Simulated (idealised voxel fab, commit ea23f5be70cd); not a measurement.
The following is a process module called voxel transistor to metal.
This is section cut - it's 255 nm across, gridded in 5 nm square cells.
Think of the cross-section as a grid of square cells. We describe it in bands, top to bottom, and each band covers one or more rows of those cells. The entry gives the band's vertical extent as a top height and a bottom height in nm, then its horizontal make-up as materials from left to right, each with a width in nm. "blank" stands for empty space; a single material marked "everywhere" fills the band edge to edge. Ref level 0: as-received wafer is one material below here. Bottom band extends down with no lower bound ("0 and below"). The notation "30->40" denotes a width that varies across the rows of cells in the band, beginning at the first number in the top row, finishing at the second number in the bottom row, and changing by an identical amount from each row to the next. Where a step carries "everything unchanged", the cross-section came out of it unchanged, cell for cell. Listed in "Enclosed voids": every empty space of 8 or more cells without an open way to the top. Form: width x height at distance, the distance being from the left edge, all in nm. Heads up: the bit after the settings on a step's line is the simulator's remark on that step. overlay nm: where the mask lay relative to plan, measured to the right, on steps with a mask; negatives go left.
### Process steps (planned)
1,op RECEIVE | material Si
2,op CONFORMAL_DEP | material SiO2 | thk nm 5
3,op CONFORMAL_DEP | material SiN | thk nm 15
4,op MASKED_ETCH | tone cover | mask id ACTIVE | width nm 90 | pitch nm 110 | etch materials SiN | depth nm 15 | overlay nm 0
5,op MASKED_ETCH | tone cover | mask id ACTIVE | width nm 90 | pitch nm 110 | etch materials SiO2 | depth nm 5 | overlay nm 0
6,op MASKED_ETCH | tone cover | mask id ACTIVE | width nm 90 | pitch nm 110 | etch materials Si | depth nm 25 | overlay nm 0
7,op OXIDIZE | depth nm 5
8,op FILL_DEP | material SiO2 | thk nm 10
9,op CMP | height nm 20
10,op SELECTIVE_ETCH | etch materials SiO2 | depth nm 10
11,op STRIP | etch materials SiN
12,op SELECTIVE_ETCH | etch materials SiO2 | depth nm 5
13,op OXIDIZE | depth nm 5
14,op DIRECTIONAL_DEP | material polySi | thk nm 25
15,op DIRECTIONAL_DEP | material SiCN | thk nm 15
16,op PATTERN | tone cover | mask id GATE | material resist | width nm 20 | pitch nm 110 | thk nm 20 | overlay nm 0
17,op DIRECTIONAL_ETCH | etch materials SiCN | depth nm 25
18,op DIRECTIONAL_ETCH | etch materials polySi | depth nm 35
19,op STRIP | etch materials resist
20,op CONFORMAL_DEP | material SiN | thk nm 10
21,op DIRECTIONAL_ETCH | etch materials SiN | depth nm 10
22,op DIRECTIONAL_ETCH | etch materials SiO2 | depth nm 5
23,op DIRECTIONAL_ETCH | etch materials Si | depth nm 10
24,op EPI | material nSi | thk nm 15
25,op FILL_DEP | material SiO2 | thk nm 5
26,op CMP | height nm 40
27,op DIRECTIONAL_DEP | material SiO2 | thk nm 10
28,op PATTERN | tone open | mask id CONTACT | material resist | width nm 25 | pitch nm 55 | thk nm 15 | overlay nm 0
29,op DIRECTIONAL_ETCH | etch materials SiO2 | depth nm 50
30,op STRIP | etch materials resist
31,op CONFORMAL_DEP | material TiN | thk nm 5
32,op FILL_DEP | material Ru | thk nm 5
33,op CMP | height nm 50
34,op DIRECTIONAL_DEP | material TiN | thk nm 5
35,op DIRECTIONAL_DEP | material Ru | thk nm 15
36,op MASKED_ETCH | tone cover | mask id METAL_1 | width nm 15 | etch materials Ru | depth nm 15 | overlay nm 0
37,op MASKED_ETCH | tone cover | mask id METAL_1 | width nm 15 | etch materials TiN | depth nm 5 | overlay nm 0
38,op CONFORMAL_DEP | material SiN | thk nm 5
39,op FILL_DEP | material SiO2 | thk nm 10
40,op CMP | height nm 70
41,op CONFORMAL_DEP | material SiCN | thk nm 5
42,op DIRECTIONAL_DEP | material SiO2 | thk nm 30
43,op MASKED_ETCH | tone open | mask id METAL_2 | width nm 15 | pitch nm 110 | etch materials SiO2 | depth nm 15 | overlay nm 0
44,op DIRECTIONAL_DEP | material aC | thk nm 10
45,op PATTERN | tone open | mask id METAL_2_HOLES | material resist | width nm 15 | pitch nm 110 | thk nm 30 | overlay nm 0
46,op DIRECTIONAL_ETCH | etch materials aC | depth nm 10
47,op STRIP | etch materials resist
48,op DIRECTIONAL_ETCH | etch materials SiO2 | depth nm 15
49,op DIRECTIONAL_ETCH | etch materials SiCN | depth nm 5
50,op STRIP | etch materials aC
51,op CONFORMAL_DEP | material TiN | thk nm 5
52,op FILL_DEP | material Ru | thk nm 5
53,op CMP | height nm 105
54,op CONFORMAL_DEP | material SiN | thk nm 5
### Wafer as received: cross-section following step 1
> 0 and below  Si everywhere
> Enclosed voids: none
### Figure: cross-sectional view of the wafer upon completion of the module, processed from the initial state and according to the plan depicted above, with one error introduced during execution
> 110 down to 105  SiN everywhere
> 105 down to 80  30 of SiO2, 5 of TiN, 5 of Ru, 5 of TiN, 95 of SiO2, 5 of TiN, 5 of Ru, 5 of TiN, 100 of SiO2
> 80 down to 75  30 of SiO2, 15 of TiN, 95 of SiO2, 15 of TiN, 100 of SiO2
> 75 down to 70  Ru everywhere
> 70 down to 55  25 of SiO2, 5 of SiN, 15 of Ru, 5 of SiN, 40 of SiO2, 5 of SiN, 15 of Ru, 5 of SiN, 20 of SiO2, 5 of SiN, 15 of Ru, 5 of SiN, 40 of SiO2, 5 of SiN, 15 of Ru, 5 of SiN, 30 of SiO2
> 55 down to 50  30 of SiN, 15 of TiN, 50 of SiN, 15 of TiN, 30 of SiN, 15 of TiN, 50 of SiN, 15 of TiN, 35 of SiN
> 50 down to 40  30 of SiO2, 5 of TiN, 15->10 of Ru, 5->10 of TiN, 30 of SiO2, 5->10 of TiN, 15->10 of Ru, 5 of TiN, 30 of SiO2, 5 of TiN, 15->10 of Ru, 5->10 of TiN, 30 of SiO2, 5->10 of TiN, 15->10 of Ru, 5 of TiN, 35 of SiO2
> 40 down to 25  30 of SiO2, 5 of TiN, 10 of Ru, 5 of TiN, 10 of SiN, 20 of SiCN, 10 of SiN, 5 of TiN, 10 of Ru, 5 of TiN, 30 of SiO2, 5 of TiN, 10 of Ru, 5 of TiN, 10 of SiN, 20 of SiCN, 10 of SiN, 5 of TiN, 10 of Ru, 5 of TiN, 35 of SiO2
> 25 down to 15  30 of SiO2, 5 of TiN, 10 of Ru, 5 of TiN, 10 of SiN, 20 of polySi, 10 of SiN, 5 of TiN, 10 of Ru, 5 of TiN, 30 of SiO2, 5 of TiN, 10 of Ru, 5 of TiN, 10 of SiN, 20 of polySi, 10 of SiN, 5 of TiN, 10 of Ru, 5 of TiN, 35 of SiO2
> 15 down to 10  30 of SiO2, 20 of TiN, 10 of SiN, 20 of polySi, 10 of SiN, 20 of TiN, 30 of SiO2, 20 of TiN, 10 of SiN, 20 of polySi, 10 of SiN, 20 of TiN, 35 of SiO2
> 10 down to 5  30 of SiO2, 5 of TiN, 15 of nSi, 10 of SiN, 20 of polySi, 10 of SiN, 15 of nSi, 5 of TiN, 30 of SiO2, 5 of TiN, 15 of nSi, 10 of SiN, 20 of polySi, 10 of SiN, 15 of nSi, 5 of TiN, 35 of SiO2
> 5 down to 0  20 of SiO2, 10 of SiN, 5 of TiN, 15 of nSi, 10 of SiN, 20 of polySi, 10 of SiN, 15 of nSi, 5 of TiN, 10 of SiN, 10 of SiO2, 10 of SiN, 5 of TiN, 15 of nSi, 10 of SiN, 20 of polySi, 10 of SiN, 15 of nSi, 5 of TiN, 10 of SiN, 25 of SiO2
> 0 down to -5  30 of SiO2, 20 of nSi, 40 of SiO2, 20 of nSi, 30 of SiO2, 20 of nSi, 40 of SiO2, 20 of nSi, 35 of SiO2
> -5 down to -15  30 of SiO2, 20 of nSi, 40 of Si, 20 of nSi, 30 of SiO2, 20 of nSi, 40 of Si, 20 of nSi, 35 of SiO2
> -15 down to -30  30 of SiO2, 80 of Si, 30 of SiO2, 80 of Si, 35 of SiO2
> -30 and below  Si everywhere
> Enclosed voids: none
What was done differently from what was planned? step 41 did not happen as planned, as run it was op CONFORMAL_DEP | material Ru | thk nm 5
